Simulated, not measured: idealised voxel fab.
process module | voxel wiring stack
cross-section cut | 245 nm wide | cells 5 nm
A cross-section is a grid of square cells, given in bands from the top down. A band is one or more rows of cells.
Each band's line starts with the height of the band's top and of its bottom, in nm. Then come its materials from left to right, each with its width in nm. One material with "throughout" fills the band from edge to edge. "air" is empty space.
Height 0 is the level under which the wafer as received is all one material. The lowest band goes on downwards, as in "0 down".
A width such as "30 to 40" changes by the same amount from each row of cells to the next, from the band's top row to its bottom row.
"no change" after a step means that no cell of the cross-section changed.
closed voids: empty space of 8 cells or more with no open way to the top, each as width x height at its distance from the left edge, in nm
after a step's settings: what the simulator itself notes on the step
overlay nm, on a step with a mask: how far to the right of its planned place the mask lay; to the left if negative
plan
1 op RECEIVE | material Si
2 op CONFORMAL_DEP | material SiO2 | thk nm 10
3 op DIRECTIONAL_DEP | material TiN | thk nm 5
4 op DIRECTIONAL_DEP | material Ru | thk nm 15
5 op MASKED_ETCH | tone cover | mask id METAL_1 | width nm 20 | pitch nm 50 | etch materials Ru | depth nm 15 | overlay nm 0
6 op MASKED_ETCH | tone cover | mask id METAL_1 | width nm 20 | pitch nm 50 | etch materials TiN | depth nm 5 | overlay nm 0
7 op CONFORMAL_DEP | material SiN | thk nm 5
8 op FILL_DEP | material SiO2 | thk nm 5
9 op CMP | height nm 30
10 op CONFORMAL_DEP | material SiCN | thk nm 5
11 op DIRECTIONAL_DEP | material lowk | thk nm 25
12 op DIRECTIONAL_DEP | material aC | thk nm 10
13 op PATTERN | tone open | mask id METAL_2_HOLES | material resist | width nm 15 | pitch nm 100 | thk nm 30 | overlay nm 0
14 op DIRECTIONAL_ETCH | etch materials aC | depth nm 10
15 op STRIP | etch materials resist
16 op DIRECTIONAL_ETCH | etch materials lowk | depth nm 25
17 op STRIP | etch materials aC
18 op PATTERN | tone open | mask id METAL_2 | material resist | width nm 20 | pitch nm 50 | thk nm 15 | overlay nm 0
19 op DIRECTIONAL_ETCH | etch materials lowk | depth nm 15
20 op DIRECTIONAL_ETCH | etch materials SiCN | depth nm 5
21 op STRIP | etch materials resist
22 op CONFORMAL_DEP | material TiN | thk nm 5
23 op FILL_DEP | material Cu | thk nm 10
24 op CMP | height nm 60
25 op CONFORMAL_DEP | material SiCN | thk nm 5
as received, after step 1
  0 down: Si throughout
  closed voids: none
a wafer at the end: this start, this plan, one mistake
  65 to 60: SiCN throughout
  60 to 50: lowk 35 | TiN 5 | Cu 10 | TiN 5 | lowk 30 | TiN 5 | Cu 10 | TiN 5 | lowk 30 | TiN 5 | Cu 10 | TiN 5 | lowk 30 | TiN 5 | Cu 10 | TiN 5 | lowk 40
  50 to 45: lowk 35 | TiN 5 | Cu 5 | TiN 10 | lowk 30 | TiN 20 | lowk 30 | TiN 5 | Cu 5 | TiN 10 | lowk 30 | TiN 20 | lowk 40
  45 to 35: lowk 35 | TiN 5 | Cu 5 | TiN 5 | lowk 85 | TiN 5 | Cu 5 | TiN 5 | lowk 95
  35 to 30: SiCN 35 | TiN 15 | SiCN 85 | TiN 15 | SiCN 95
  30 to 15: aC 30 | SiN 5 | Ru 20 | SiN 5 | aC 20 | SiN 5 | Ru 20 | SiN 5 | aC 20 | SiN 5 | Ru 20 | SiN 5 | aC 20 | SiN 5 | Ru 20 | SiN 5 | aC 35
  15 to 10: SiN 35 | TiN 20 | SiN 30 | TiN 20 | SiN 30 | TiN 20 | SiN 30 | TiN 20 | SiN 40
  10 to 0: SiO2 throughout
  0 down: Si throughout
  closed voids: none
what went wrong: step 8 ran as: op FILL_DEP | material aC | thk nm 5
